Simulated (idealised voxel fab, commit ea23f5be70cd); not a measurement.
The document below concerns the process module designated voxel ribs on slabs.
Cross-section cut: width 175 nm, square cells of 5 nm.
The cross-sections in this document take the form of a grid made of square cells. They are written out as bands, in order from top to bottom. Each band consists of one or more rows of cells.
In this notation a band is specified by the heights of its top and bottom, in that order and in nm, after which its materials appear from left to right, each paired with its width in nm. The word "throughout" attached to a single material means that material fills the band from edge to edge; the word "empty" stands for empty space.
Measure heights from 0. That's the level where, below it, the as-received wafer is all one material. The lowest band is bottomless and extends downward; write it as in "0 down".
Width: "30 to 40" (first number = top row, second number = bottom row, same change from row to row of cells).
"no alteration", as given for a step, is the statement that not any cell of the cross-section underwent a change during that step.
The list in "Closed void catalog" covers empty spaces of 8 cells or more that cannot reach the top through any open way, and it gives each as width x height at distance; the distance is from the left edge, and width, height and distance are in nm.
Heads up: the bit after the settings on a step's line is the simulator's remark on that step.
The setting "overlay nm" may be written on the line of a step. When the step uses a mask, the value reports how far to the right of the planned place the mask lay, and a negative value reports that it lay to the left.
So the way this works: pairs, before and after one process step. The after picture only goes down to the lowest band that actually changed, nothing below. Step and its settings are under each pair. And watch out, pairs might come from different runs of this module, same starting wafer though, so a pair only follows on from the one above if its "Pre-process" entry tells you so.

-- Pre-process
- 0 down  Si throughout
- Closed void catalog: none

-- Sectional View, Post-Process
- 20 to 0  SiO2 throughout
- All layers under 0 are left as they were.
- Closed void catalog: none
The process step separating the two cross-sections depicted above is as follows: DIRECTIONAL_DEP, material SiO2, thk nm 20

Pre-process: see preceding pair, after cross-section.

-- Sectional View, Post-Process
- 35 to 20  polySi throughout
- All layers under 20 are left as they were.
- Closed void catalog: none
The process step separating the two cross-sections depicted above is as follows: DIRECTIONAL_DEP, material polySi, thk nm 15

Pre-process: see preceding pair, after cross-section.

-- Sectional View, Post-Process
- 50 to 35  aC throughout
- All layers under 35 are left as they were.
- Closed void catalog: none
The process step separating the two cross-sections depicted above is as follows: DIRECTIONAL_DEP, material aC, thk nm 15

Pre-process: see preceding pair, after cross-section.

-- Sectional View, Post-Process
- 85 to 50  empty (70) | resist (30) | empty (75)
- All layers under 50 are left as they were.
- Closed void catalog: none
The process step separating the two cross-sections depicted above is as follows: PATTERN, tone cover, mask id RIB, material resist, width nm 30, thk nm 35, overlay nm 0

Pre-process: see preceding pair, after cross-section.

-- Sectional View, Post-Process
- 70 to 50  empty (70) | resist (30) | empty (75)
- 50 to 35  empty (70) | aC (30) | empty (75)
- All layers under 35 are left as they were.
- Closed void catalog: none
The process step separating the two cross-sections depicted above is as follows: DIRECTIONAL_ETCH, etch materials aC, depth nm 15

Pre-process: see preceding pair, after cross-section.

-- Sectional View, Post-Process
- 50 to 35  empty (70) | aC (30) | empty (75)
- All layers under 35 are left as they were.
- Closed void catalog: none
The process step separating the two cross-sections depicted above is as follows: STRIP, etch materials resist

Pre-process: see preceding pair, after cross-section.

-- Sectional View, Post-Process
- 50 to 35  empty (70) | aC (30) | empty (75)
- 35 to 25  empty (70) | polySi (30) | empty (75)
- All layers under 25 are left as they were.
- Closed void catalog: none
The process step separating the two cross-sections depicted above is as follows: DIRECTIONAL_ETCH, etch materials polySi, depth nm 10

Pre-process: see preceding pair, after cross-section.

-- Sectional View, Post-Process
- 35 to 25  empty (70) | polySi (30) | empty (75)
- All layers under 25 are left as they were.
- Closed void catalog: none
The process step separating the two cross-sections depicted above is as follows: STRIP, etch materials aC

Pre-process: see preceding pair, after cross-section.

-- Sectional View, Post-Process
- 35 to 25  empty (70) | polySi (30) | empty (75)
- 25 to 20  empty (50) | polySi (70) | empty (55)
- All layers under 20 are left as they were.
- Closed void catalog: none
The process step separating the two cross-sections depicted above is as follows: MASKED_ETCH, tone cover, mask id SLAB, width nm 70, etch materials polySi, depth nm 5, overlay nm 0

Pre-process: see preceding pair, after cross-section.

-- Sectional View, Post-Process
- 55 to 35  SiO2 throughout
- 35 to 25  SiO2 (70) | polySi (30) | SiO2 (75)
- 25 to 20  SiO2 (50) | polySi (70) | SiO2 (55)
- All layers under 20 are left as they were.
- Closed void catalog: none
The process step separating the two cross-sections depicted above is as follows: FILL_DEP, material SiO2, thk nm 20

Pre-process: see preceding pair, after cross-section.

-- Sectional View, Post-Process
- 45 to 35  SiO2 throughout
- All layers under 35 are left as they were.
- Closed void catalog: none
The process step separating the two cross-sections depicted above is as follows: CMP, height nm 45

Pre-process: see preceding pair, after cross-section.

-- Sectional View, Post-Process
- 55 to 45  W throughout
- All layers under 45 are left as they were.
- Closed void catalog: none
The process step separating the two cross-sections depicted above is as follows: DIRECTIONAL_DEP, material W, thk nm 10

Pre-process: see preceding pair, after cross-section.

-- Sectional View, Post-Process
- 70 to 55  aC throughout
- All layers under 55 are left as they were.
- Closed void catalog: none
The process step separating the two cross-sections depicted above is as follows: DIRECTIONAL_DEP, material aC, thk nm 15

Pre-process: see preceding pair, after cross-section.

-- Sectional View, Post-Process
- 105 to 70  empty (65) | resist (40) | empty (70)
- All layers under 70 are left as they were.
- Closed void catalog: none
The process step separating the two cross-sections depicted above is as follows: PATTERN, tone cover, mask id HEATER, material resist, width nm 40, thk nm 35, overlay nm 0

Pre-process: see preceding pair, after cross-section.

-- Sectional View, Post-Process
- 90 to 70  empty (65) | resist (40) | empty (70)
- 70 to 55  empty (65) | aC (40) | empty (70)
- All layers under 55 are left as they were.
- Closed void catalog: none
The process step separating the two cross-sections depicted above is as follows: DIRECTIONAL_ETCH, etch materials aC, depth nm 15

Pre-process: see preceding pair, after cross-section.

-- Sectional View, Post-Process
- 70 to 55  empty (65) | aC (40) | empty (70)
- All layers under 55 are left as they were.
- Closed void catalog: none
The process step separating the two cross-sections depicted above is as follows: STRIP, etch materials resist

Pre-process: see preceding pair, after cross-section.

-- Sectional View, Post-Process
- 70 to 55  empty (65) | aC (40) | empty (70)
- 55 to 45  empty (65) | W (40) | empty (70)
- All layers under 45 are left as they were.
- Closed void catalog: none
The process step separating the two cross-sections depicted above is as follows: DIRECTIONAL_ETCH, etch materials W, depth nm 10

Pre-process: see preceding pair, after cross-section.

-- Sectional View, Post-Process
- 55 to 45  empty (65) | W (40) | empty (70)
- All layers under 45 are left as they were.
- Closed void catalog: none
The process step separating the two cross-sections depicted above is as follows: STRIP, etch materials aC

Pre-process: see preceding pair, after cross-section.

-- Sectional View, Post-Process
- 65 to 55  empty (55) | SiO2 (60) | empty (60)
- 55 to 45  SiO2 (65) | W (40) | SiO2 (70)
- All layers under 45 are left as they were.
- Closed void catalog: none
The process step separating the two cross-sections depicted above is as follows: CONFORMAL_DEP, material SiO2, thk nm 10

-- Pre-process
- 35 to 20  polySi throughout
- 20 to 0  SiO2 throughout
- 0 down  Si throughout
- Closed void catalog: none

-- Sectional View, Post-Process
- 50 to 20  polySi throughout
- All layers under 20 are left as they were.
- Closed void catalog: none
The process step separating the two cross-sections depicted above is as follows: DIRECTIONAL_DEP, material polySi, thk nm 15

Pre-process: see preceding pair, after cross-section.

-- Sectional View, Post-Process
- 65 to 50  aC throughout
- All layers under 50 are left as they were.
- Closed void catalog: none
The process step separating the two cross-sections depicted above is as follows: DIRECTIONAL_DEP, material aC, thk nm 15

Pre-process: see preceding pair, after cross-section.

-- Sectional View, Post-Process
- 100 to 65  empty (70) | resist (30) | empty (75)
- All layers under 65 are left as they were.
- Closed void catalog: none
The process step separating the two cross-sections depicted above is as follows: PATTERN, tone cover, mask id RIB, material resist, width nm 30, thk nm 35, overlay nm 0

Pre-process: see preceding pair, after cross-section.

-- Sectional View, Post-Process
- 85 to 65  empty (70) | resist (30) | empty (75)
- 65 to 50  empty (70) | aC (30) | empty (75)
- All layers under 50 are left as they were.
- Closed void catalog: none
The process step separating the two cross-sections depicted above is as follows: DIRECTIONAL_ETCH, etch materials aC, depth nm 15

Pre-process: see preceding pair, after cross-section.

-- Sectional View, Post-Process
- 65 to 50  empty (70) | aC (30) | empty (75)
- All layers under 50 are left as they were.
- Closed void catalog: none
The process step separating the two cross-sections depicted above is as follows: STRIP, etch materials resist

Pre-process: see preceding pair, after cross-section.

-- Sectional View, Post-Process
- 65 to 50  empty (70) | aC (30) | empty (75)
- 50 to 40  empty (70) | polySi (30) | empty (75)
- All layers under 40 are left as they were.
- Closed void catalog: none
The process step separating the two cross-sections depicted above is as follows: DIRECTIONAL_ETCH, etch materials polySi, depth nm 10

Pre-process: see preceding pair, after cross-section.

-- Sectional View, Post-Process
- 50 to 40  empty (70) | polySi (30) | empty (75)
- All layers under 40 are left as they were.
- Closed void catalog: none
The process step separating the two cross-sections depicted above is as follows: STRIP, etch materials aC

Pre-process: see preceding pair, after cross-section.

-- Sectional View, Post-Process
- 50 to 40  empty (70) | polySi (30) | empty (75)
- 40 to 35  empty (50) | polySi (70) | empty (55)
- All layers under 35 are left as they were.
- Closed void catalog: none
The process step separating the two cross-sections depicted above is as follows: MASKED_ETCH, tone cover, mask id SLAB, width nm 70, etch materials polySi, depth nm 5, overlay nm 0

Pre-process: see preceding pair, after cross-section.

-- Sectional View, Post-Process
- 70 to 50  SiO2 throughout
- 50 to 40  SiO2 (70) | polySi (30) | SiO2 (75)
- 40 to 35  SiO2 (50) | polySi (70) | SiO2 (55)
- All layers under 35 are left as they were.
- Closed void catalog: none
The process step separating the two cross-sections depicted above is as follows: FILL_DEP, material SiO2, thk nm 20

Pre-process: see preceding pair, after cross-section.

-- Sectional View, Post-Process
- 45 to 35  SiO2 (70 to 50) | polySi (30 to 70) | SiO2 (75 to 55)
- All layers under 35 are left as they were.
- Closed void catalog: none
The process step separating the two cross-sections depicted above is as follows: CMP, height nm 45

Pre-process: see preceding pair, after cross-section.

-- Sectional View, Post-Process
- 55 to 45  W throughout
- All layers under 45 are left as they were.
- Closed void catalog: none
The process step separating the two cross-sections depicted above is as follows: DIRECTIONAL_DEP, material W, thk nm 10

Pre-process: see preceding pair, after cross-section.

-- Sectional View, Post-Process
- 70 to 55  aC throughout
- All layers under 55 are left as they were.
- Closed void catalog: none
The process step separating the two cross-sections depicted above is as follows: DIRECTIONAL_DEP, material aC, thk nm 15

Pre-process: see preceding pair, after cross-section.

-- Sectional View, Post-Process
- 105 to 70  empty (65) | resist (40) | empty (70)
- All layers under 70 are left as they were.
- Closed void catalog: none
The process step separating the two cross-sections depicted above is as follows: PATTERN, tone cover, mask id HEATER, material resist, width nm 40, thk nm 35, overlay nm 0

Pre-process: see preceding pair, after cross-section.

-- Sectional View, Post-Process
- 90 to 70  empty (65) | resist (40) | empty (70)
- 70 to 55  empty (65) | aC (40) | empty (70)
- All layers under 55 are left as they were.
- Closed void catalog: none
The process step separating the two cross-sections depicted above is as follows: DIRECTIONAL_ETCH, etch materials aC, depth nm 15

Pre-process: see preceding pair, after cross-section.

-- Sectional View, Post-Process
- 70 to 55  empty (65) | aC (40) | empty (70)
- All layers under 55 are left as they were.
- Closed void catalog: none
The process step separating the two cross-sections depicted above is as follows: STRIP, etch materials resist

Pre-process: see preceding pair, after cross-section.

-- Sectional View, Post-Process
- 70 to 55  empty (65) | aC (40) | empty (70)
- 55 to 45  empty (65) | W (40) | empty (70)
- All layers under 45 are left as they were.
- Closed void catalog: none
The process step separating the two cross-sections depicted above is as follows: DIRECTIONAL_ETCH, etch materials W, depth nm 10

Pre-process: see preceding pair, after cross-section.

-- Sectional View, Post-Process
- 55 to 45  empty (65) | W (40) | empty (70)
- All layers under 45 are left as they were.
- Closed void catalog: none
The process step separating the two cross-sections depicted above is as follows: STRIP, etch materials aC

Pre-process: see preceding pair, after cross-section.

-- Sectional View, Post-Process
- 65 to 55  empty (55) | SiO2 (60) | empty (60)
- 55 to 45  SiO2 (65) | W (40) | SiO2 (70)
- All layers under 45 are left as they were.
- Closed void catalog: none
The process step separating the two cross-sections depicted above is as follows: CONFORMAL_DEP, material SiO2, thk nm 10

-- Pre-process
- 20 to 0  SiO2 throughout
- 0 down  Si throughout
- Closed void catalog: none

-- Sectional View, Post-Process
- 35 to 20  aC throughout
- All layers under 20 are left as they were.
- Closed void catalog: none
The process step separating the two cross-sections depicted above is as follows: DIRECTIONAL_DEP, material aC, thk nm 15

Pre-process: see preceding pair, after cross-section.

-- Sectional View, Post-Process
- 50 to 35  polySi throughout
- All layers under 35 are left as they were.
- Closed void catalog: none
The process step separating the two cross-sections depicted above is as follows: DIRECTIONAL_DEP, material polySi, thk nm 15

Pre-process: see preceding pair, after cross-section.

-- Sectional View, Post-Process
- 85 to 50  empty (70) | resist (30) | empty (75)
- All layers under 50 are left as they were.
- Closed void catalog: none
The process step separating the two cross-sections depicted above is as follows: PATTERN, tone cover, mask id RIB, material resist, width nm 30, thk nm 35, overlay nm 0

Pre-process: see preceding pair, after cross-section.

-- Sectional View, Post-Process
- 70 to 50  empty (70) | resist (30) | empty (75)
- All layers under 50 are left as they were.
- Closed void catalog: none
The process step separating the two cross-sections depicted above is as follows: DIRECTIONAL_ETCH, etch materials aC, depth nm 15

Pre-process: see preceding pair, after cross-section.

-- Sectional View, Post-Process
- 50 to 35  polySi throughout
- All layers under 35 are left as they were.
- Closed void catalog: none
The process step separating the two cross-sections depicted above is as follows: STRIP, etch materials resist

Pre-process: see preceding pair, after cross-section.

-- Sectional View, Post-Process
- 40 to 35  polySi throughout
- All layers under 35 are left as they were.
- Closed void catalog: none
The process step separating the two cross-sections depicted above is as follows: DIRECTIONAL_ETCH, etch materials polySi, depth nm 10

Pre-process: see preceding pair, after cross-section.

-- Sectional View, Post-Process
- 40 to 35  empty (50) | polySi (70) | empty (55)
- All layers under 35 are left as they were.
- Closed void catalog: none
The process step separating the two cross-sections depicted above is as follows: MASKED_ETCH, tone cover, mask id SLAB, width nm 70, etch materials polySi, depth nm 5, overlay nm 0

Pre-process: see preceding pair, after cross-section.

-- Sectional View, Post-Process
- 60 to 40  SiO2 throughout
- 40 to 35  SiO2 (50) | polySi (70) | SiO2 (55)
- All layers under 35 are left as they were.
- Closed void catalog: none
The process step separating the two cross-sections depicted above is as follows: FILL_DEP, material SiO2, thk nm 20

Pre-process: see preceding pair, after cross-section.

-- Sectional View, Post-Process
- 45 to 40  SiO2 throughout
- All layers under 40 are left as they were.
- Closed void catalog: none
The process step separating the two cross-sections depicted above is as follows: CMP, height nm 45

Pre-process: see preceding pair, after cross-section.

-- Sectional View, Post-Process
- 55 to 45  W throughout
- All layers under 45 are left as they were.
- Closed void catalog: none
The process step separating the two cross-sections depicted above is as follows: DIRECTIONAL_DEP, material W, thk nm 10

Pre-process: see preceding pair, after cross-section.

-- Sectional View, Post-Process
- 70 to 55  aC throughout
- All layers under 55 are left as they were.
- Closed void catalog: none
The process step separating the two cross-sections depicted above is as follows: DIRECTIONAL_DEP, material aC, thk nm 15

Pre-process: see preceding pair, after cross-section.

-- Sectional View, Post-Process
- 105 to 70  empty (65) | resist (40) | empty (70)
- All layers under 70 are left as they were.
- Closed void catalog: none
The process step separating the two cross-sections depicted above is as follows: PATTERN, tone cover, mask id HEATER, material resist, width nm 40, thk nm 35, overlay nm 0

Pre-process: see preceding pair, after cross-section.

-- Sectional View, Post-Process
- 90 to 70  empty (65) | resist (40) | empty (70)
- 70 to 55  empty (65) | aC (40) | empty (70)
- All layers under 55 are left as they were.
- Closed void catalog: none
The process step separating the two cross-sections depicted above is as follows: DIRECTIONAL_ETCH, etch materials aC, depth nm 15

Pre-process: see preceding pair, after cross-section.

-- Sectional View, Post-Process
- 70 to 55  empty (65) | aC (40) | empty (70)
- All layers under 55 are left as they were.
- Closed void catalog: none
The process step separating the two cross-sections depicted above is as follows: STRIP, etch materials resist

Pre-process: see preceding pair, after cross-section.

-- Sectional View, Post-Process
- 70 to 55  empty (65) | aC (40) | empty (70)
- 55 to 45  empty (65) | W (40) | empty (70)
- All layers under 45 are left as they were.
- Closed void catalog: none
The process step separating the two cross-sections depicted above is as follows: DIRECTIONAL_ETCH, etch materials W, depth nm 10

Pre-process: see preceding pair, after cross-section.

-- Sectional View, Post-Process
- 55 to 45  empty (65) | W (40) | empty (70)
- All layers under 45 are left as they were.
- Closed void catalog: none
The process step separating the two cross-sections depicted above is as follows: STRIP, etch materials aC

Pre-process: see preceding pair, after cross-section.

-- Sectional View, Post-Process
- 65 to 55  empty (55) | SiO2 (60) | empty (60)
- 55 to 45  SiO2 (65) | W (40) | SiO2 (70)
- All layers under 45 are left as they were.
- Closed void catalog: none
The process step separating the two cross-sections depicted above is as follows: CONFORMAL_DEP, material SiO2, thk nm 10

-- Pre-process
- 55 to 35  SiO2 throughout
- 35 to 25  SiO2 (70) | polySi (30) | SiO2 (75)
- 25 to 20  SiO2 (50) | polySi (70) | SiO2 (55)
- 20 to 0  SiO2 throughout
- 0 down  Si throughout
- Closed void catalog: none

-- Sectional View, Post-Process
- 40 to 35  SiO2 throughout
- All layers under 35 are left as they were.
- Closed void catalog: none
The process step separating the two cross-sections depicted above is as follows: CMP, height nm 40

Pre-process: see preceding pair, after cross-section.

-- Sectional View, Post-Process
- 50 to 40  W throughout
- All layers under 40 are left as they were.
- Closed void catalog: none
The process step separating the two cross-sections depicted above is as follows: DIRECTIONAL_DEP, material W, thk nm 10

Pre-process: see preceding pair, after cross-section.

-- Sectional View, Post-Process
- 65 to 50  aC throughout
- All layers under 50 are left as they were.
- Closed void catalog: none
The process step separating the two cross-sections depicted above is as follows: DIRECTIONAL_DEP, material aC, thk nm 15

Pre-process: see preceding pair, after cross-section.

-- Sectional View, Post-Process
- 100 to 65  empty (65) | resist (40) | empty (70)
- All layers under 65 are left as they were.
- Closed void catalog: none
The process step separating the two cross-sections depicted above is as follows: PATTERN, tone cover, mask id HEATER, material resist, width nm 40, thk nm 35, overlay nm 0

Pre-process: see preceding pair, after cross-section.

-- Sectional View, Post-Process
- 85 to 65  empty (65) | resist (40) | empty (70)
- 65 to 50  empty (65) | aC (40) | empty (70)
- All layers under 50 are left as they were.
- Closed void catalog: none
The process step separating the two cross-sections depicted above is as follows: DIRECTIONAL_ETCH, etch materials aC, depth nm 15

Pre-process: see preceding pair, after cross-section.

-- Sectional View, Post-Process
- 65 to 50  empty (65) | aC (40) | empty (70)
- All layers under 50 are left as they were.
- Closed void catalog: none
The process step separating the two cross-sections depicted above is as follows: STRIP, etch materials resist

Pre-process: see preceding pair, after cross-section.

-- Sectional View, Post-Process
- 65 to 50  empty (65) | aC (40) | empty (70)
- 50 to 40  empty (65) | W (40) | empty (70)
- All layers under 40 are left as they were.
- Closed void catalog: none
The process step separating the two cross-sections depicted above is as follows: DIRECTIONAL_ETCH, etch materials W, depth nm 10

Pre-process: see preceding pair, after cross-section.

-- Sectional View, Post-Process
- 50 to 40  empty (65) | W (40) | empty (70)
- All layers under 40 are left as they were.
- Closed void catalog: none
The process step separating the two cross-sections depicted above is as follows: STRIP, etch materials aC

Pre-process: see preceding pair, after cross-section.

-- Sectional View, Post-Process
- 60 to 50  empty (55) | SiO2 (60) | empty (60)
- 50 to 40  SiO2 (65) | W (40) | SiO2 (70)
- All layers under 40 are left as they were.
- Closed void catalog: none
The process step separating the two cross-sections depicted above is as follows: CONFORMAL_DEP, material SiO2, thk nm 10

-- Pre-process
- 50 to 35  aC throughout
- 35 to 20  polySi throughout
- 20 to 0  SiO2 throughout
- 0 down  Si throughout
- Closed void catalog: none

-- Sectional View, Post-Process
- 85 to 50  empty (75) | resist (25) | empty (75)
- All layers under 50 are left as they were.
- Closed void catalog: none
The process step separating the two cross-sections depicted above is as follows: PATTERN, tone cover, mask id RIB, material resist, width nm 25, thk nm 35, overlay nm 0

Pre-process: see preceding pair, after cross-section.

-- Sectional View, Post-Process
- 70 to 50  empty (75) | resist (25) | empty (75)
- 50 to 35  empty (75) | aC (25) | empty (75)
- All layers under 35 are left as they were.
- Closed void catalog: none
The process step separating the two cross-sections depicted above is as follows: DIRECTIONAL_ETCH, etch materials aC, depth nm 15

Pre-process: see preceding pair, after cross-section.

-- Sectional View, Post-Process
- 50 to 35  empty (75) | aC (25) | empty (75)
- All layers under 35 are left as they were.
- Closed void catalog: none
The process step separating the two cross-sections depicted above is as follows: STRIP, etch materials resist

Pre-process: see preceding pair, after cross-section.

-- Sectional View, Post-Process
- 50 to 35  empty (75) | aC (25) | empty (75)
- 35 to 25  empty (75) | polySi (25) | empty (75)
- All layers under 25 are left as they were.
- Closed void catalog: none
The process step separating the two cross-sections depicted above is as follows: DIRECTIONAL_ETCH, etch materials polySi, depth nm 10

Pre-process: see preceding pair, after cross-section.

-- Sectional View, Post-Process
- 35 to 25  empty (75) | polySi (25) | empty (75)
- All layers under 25 are left as they were.
- Closed void catalog: none
The process step separating the two cross-sections depicted above is as follows: STRIP, etch materials aC

Pre-process: see preceding pair, after cross-section.

-- Sectional View, Post-Process
- 35 to 25  empty (75) | polySi (25) | empty (75)
- 25 to 20  empty (50) | polySi (70) | empty (55)
- All layers under 20 are left as they were.
- Closed void catalog: none
The process step separating the two cross-sections depicted above is as follows: MASKED_ETCH, tone cover, mask id SLAB, width nm 70, etch materials polySi, depth nm 5, overlay nm 0

Pre-process: see preceding pair, after cross-section.

-- Sectional View, Post-Process
- 55 to 35  SiO2 throughout
- 35 to 25  SiO2 (75) | polySi (25) | SiO2 (75)
- 25 to 20  SiO2 (50) | polySi (70) | SiO2 (55)
- All layers under 20 are left as they were.
- Closed void catalog: none
The process step separating the two cross-sections depicted above is as follows: FILL_DEP, material SiO2, thk nm 20

Pre-process: see preceding pair, after cross-section.

-- Sectional View, Post-Process
- 45 to 35  SiO2 throughout
- All layers under 35 are left as they were.
- Closed void catalog: none
The process step separating the two cross-sections depicted above is as follows: CMP, height nm 45

Pre-process: see preceding pair, after cross-section.

-- Sectional View, Post-Process
- 55 to 45  W throughout
- All layers under 45 are left as they were.
- Closed void catalog: none
The process step separating the two cross-sections depicted above is as follows: DIRECTIONAL_DEP, material W, thk nm 10

Pre-process: see preceding pair, after cross-section.

-- Sectional View, Post-Process
- 70 to 55  aC throughout
- All layers under 55 are left as they were.
- Closed void catalog: none
The process step separating the two cross-sections depicted above is as follows: DIRECTIONAL_DEP, material aC, thk nm 15

Pre-process: see preceding pair, after cross-section.

-- Sectional View, Post-Process
- 105 to 70  empty (65) | resist (40) | empty (70)
- All layers under 70 are left as they were.
- Closed void catalog: none
The process step separating the two cross-sections depicted above is as follows: PATTERN, tone cover, mask id HEATER, material resist, width nm 40, thk nm 35, overlay nm 0

Pre-process: see preceding pair, after cross-section.

-- Sectional View, Post-Process
- 90 to 70  empty (65) | resist (40) | empty (70)
- 70 to 55  empty (65) | aC (40) | empty (70)
- All layers under 55 are left as they were.
- Closed void catalog: none
The process step separating the two cross-sections depicted above is as follows: DIRECTIONAL_ETCH, etch materials aC, depth nm 15

Pre-process: see preceding pair, after cross-section.

-- Sectional View, Post-Process
- 70 to 55  empty (65) | aC (40) | empty (70)
- All layers under 55 are left as they were.
- Closed void catalog: none
The process step separating the two cross-sections depicted above is as follows: STRIP, etch materials resist

Pre-process: see preceding pair, after cross-section.

-- Sectional View, Post-Process
- 70 to 55  empty (65) | aC (40) | empty (70)
- 55 to 45  empty (65) | W (40) | empty (70)
- All layers under 45 are left as they were.
- Closed void catalog: none
The process step separating the two cross-sections depicted above is as follows: DIRECTIONAL_ETCH, etch materials W, depth nm 10

Pre-process: see preceding pair, after cross-section.

-- Sectional View, Post-Process
- 55 to 45  empty (65) | W (40) | empty (70)
- All layers under 45 are left as they were.
- Closed void catalog: none
The process step separating the two cross-sections depicted above is as follows: STRIP, etch materials aC

Pre-process: see preceding pair, after cross-section.

-- Sectional View, Post-Process
- 65 to 55  empty (55) | SiO2 (60) | empty (60)
- 55 to 45  SiO2 (65) | W (40) | SiO2 (70)
- All layers under 45 are left as they were.
- Closed void catalog: none
The process step separating the two cross-sections depicted above is as follows: CONFORMAL_DEP, material SiO2, thk nm 10

-- Pre-process
- 70 to 55  aC throughout
- 55 to 45  W throughout
- 45 to 35  SiO2 throughout
- 35 to 25  SiO2 (70) | polySi (30) | SiO2 (75)
- 25 to 20  SiO2 (50) | polySi (70) | SiO2 (55)
- 20 to 0  SiO2 throughout
- 0 down  Si throughout
- Closed void catalog: none

-- Sectional View, Post-Process
- 105 to 70  empty (75) | resist (40) | empty (60)
- All layers under 70 are left as they were.
- Closed void catalog: none
The process step separating the two cross-sections depicted above is as follows: PATTERN, tone cover, mask id HEATER, material resist, width nm 40, thk nm 35, overlay nm 10

Pre-process: see preceding pair, after cross-section.

-- Sectional View, Post-Process
- 90 to 70  empty (75) | resist (40) | empty (60)
- 70 to 55  empty (75) | aC (40) | empty (60)
- All layers under 55 are left as they were.
- Closed void catalog: none
The process step separating the two cross-sections depicted above is as follows: DIRECTIONAL_ETCH, etch materials aC, depth nm 15

Pre-process: see preceding pair, after cross-section.

-- Sectional View, Post-Process
- 70 to 55  empty (75) | aC (40) | empty (60)
- All layers under 55 are left as they were.
- Closed void catalog: none
The process step separating the two cross-sections depicted above is as follows: STRIP, etch materials resist

Pre-process: see preceding pair, after cross-section.

-- Sectional View, Post-Process
- 70 to 55  empty (75) | aC (40) | empty (60)
- 55 to 45  empty (75) | W (40) | empty (60)
- All layers under 45 are left as they were.
- Closed void catalog: none
The process step separating the two cross-sections depicted above is as follows: DIRECTIONAL_ETCH, etch materials W, depth nm 10

Pre-process: see preceding pair, after cross-section.

-- Sectional View, Post-Process
- 55 to 45  empty (75) | W (40) | empty (60)
- All layers under 45 are left as they were.
- Closed void catalog: none
The process step separating the two cross-sections depicted above is as follows: STRIP, etch materials aC

Pre-process: see preceding pair, after cross-section.

-- Sectional View, Post-Process
- 65 to 55  empty (65) | SiO2 (60) | empty (50)
- 55 to 45  SiO2 (75) | W (40) | SiO2 (60)
- All layers under 45 are left as they were.
- Closed void catalog: none
The process step separating the two cross-sections depicted above is as follows: CONFORMAL_DEP, material SiO2, thk nm 10

-- Pre-process
- 50 to 20  polySi throughout
- 20 to 0  SiO2 throughout
- 0 down  Si throughout
- Closed void catalog: none

-- Sectional View, Post-Process
- 85 to 50  empty (70) | resist (30) | empty (75)
- All layers under 50 are left as they were.
- Closed void catalog: none
The process step separating the two cross-sections depicted above is as follows: PATTERN, tone cover, mask id RIB, material resist, width nm 30, thk nm 35, overlay nm 0

Pre-process: see preceding pair, after cross-section.

-- Sectional View, Post-Process
- 70 to 50  empty (70) | resist (30) | empty (75)
- All layers under 50 are left as they were.
- Closed void catalog: none
The process step separating the two cross-sections depicted above is as follows: DIRECTIONAL_ETCH, etch materials aC, depth nm 15

Pre-process: see preceding pair, after cross-section.

-- Sectional View, Post-Process
- 50 to 20  polySi throughout
- All layers under 20 are left as they were.
- Closed void catalog: none
The process step separating the two cross-sections depicted above is as follows: STRIP, etch materials resist

Pre-process: see preceding pair, after cross-section.

-- Sectional View, Post-Process
- 40 to 20  polySi throughout
- All layers under 20 are left as they were.
- Closed void catalog: none
The process step separating the two cross-sections depicted above is as follows: DIRECTIONAL_ETCH, etch materials polySi, depth nm 10

Pre-process: see preceding pair, after cross-section.

-- Sectional View, Post-Process
- 40 to 35  empty (50) | polySi (70) | empty (55)
- All layers under 35 are left as they were.
- Closed void catalog: none
The process step separating the two cross-sections depicted above is as follows: MASKED_ETCH, tone cover, mask id SLAB, width nm 70, etch materials polySi, depth nm 5, overlay nm 0

Pre-process: see preceding pair, after cross-section.

-- Sectional View, Post-Process
- 60 to 40  SiO2 throughout
- 40 to 35  SiO2 (50) | polySi (70) | SiO2 (55)
- All layers under 35 are left as they were.
- Closed void catalog: none
The process step separating the two cross-sections depicted above is as follows: FILL_DEP, material SiO2, thk nm 20

Pre-process: see preceding pair, after cross-section.

-- Sectional View, Post-Process
- 45 to 40  SiO2 throughout
- All layers under 40 are left as they were.
- Closed void catalog: none
The process step separating the two cross-sections depicted above is as follows: CMP, height nm 45

Pre-process: see preceding pair, after cross-section.

-- Sectional View, Post-Process
- 55 to 45  W throughout
- All layers under 45 are left as they were.
- Closed void catalog: none
The process step separating the two cross-sections depicted above is as follows: DIRECTIONAL_DEP, material W, thk nm 10

Pre-process: see preceding pair, after cross-section.

-- Sectional View, Post-Process
- 70 to 55  aC throughout
- All layers under 55 are left as they were.
- Closed void catalog: none
The process step separating the two cross-sections depicted above is as follows: DIRECTIONAL_DEP, material aC, thk nm 15

Pre-process: see preceding pair, after cross-section.

-- Sectional View, Post-Process
- 105 to 70  empty (65) | resist (40) | empty (70)
- All layers under 70 are left as they were.
- Closed void catalog: none
The process step separating the two cross-sections depicted above is as follows: PATTERN, tone cover, mask id HEATER, material resist, width nm 40, thk nm 35, overlay nm 0

Pre-process: see preceding pair, after cross-section.

-- Sectional View, Post-Process
- 90 to 70  empty (65) | resist (40) | empty (70)
- 70 to 55  empty (65) | aC (40) | empty (70)
- All layers under 55 are left as they were.
- Closed void catalog: none
The process step separating the two cross-sections depicted above is as follows: DIRECTIONAL_ETCH, etch materials aC, depth nm 15

Pre-process: see preceding pair, after cross-section.

-- Sectional View, Post-Process
- 70 to 55  empty (65) | aC (40) | empty (70)
- All layers under 55 are left as they were.
- Closed void catalog: none
The process step separating the two cross-sections depicted above is as follows: STRIP, etch materials resist

Pre-process: see preceding pair, after cross-section.

-- Sectional View, Post-Process
- 70 to 55  empty (65) | aC (40) | empty (70)
- 55 to 45  empty (65) | W (40) | empty (70)
- All layers under 45 are left as they were.
- Closed void catalog: none
The process step separating the two cross-sections depicted above is as follows: DIRECTIONAL_ETCH, etch materials W, depth nm 10

Pre-process: see preceding pair, after cross-section.

-- Sectional View, Post-Process
- 55 to 45  empty (65) | W (40) | empty (70)
- All layers under 45 are left as they were.
- Closed void catalog: none
The process step separating the two cross-sections depicted above is as follows: STRIP, etch materials aC

Pre-process: see preceding pair, after cross-section.

-- Sectional View, Post-Process
- 65 to 55  empty (55) | SiO2 (60) | empty (60)
- 55 to 45  SiO2 (65) | W (40) | SiO2 (70)
- All layers under 45 are left as they were.
- Closed void catalog: none
The process step separating the two cross-sections depicted above is as follows: CONFORMAL_DEP, material SiO2, thk nm 10
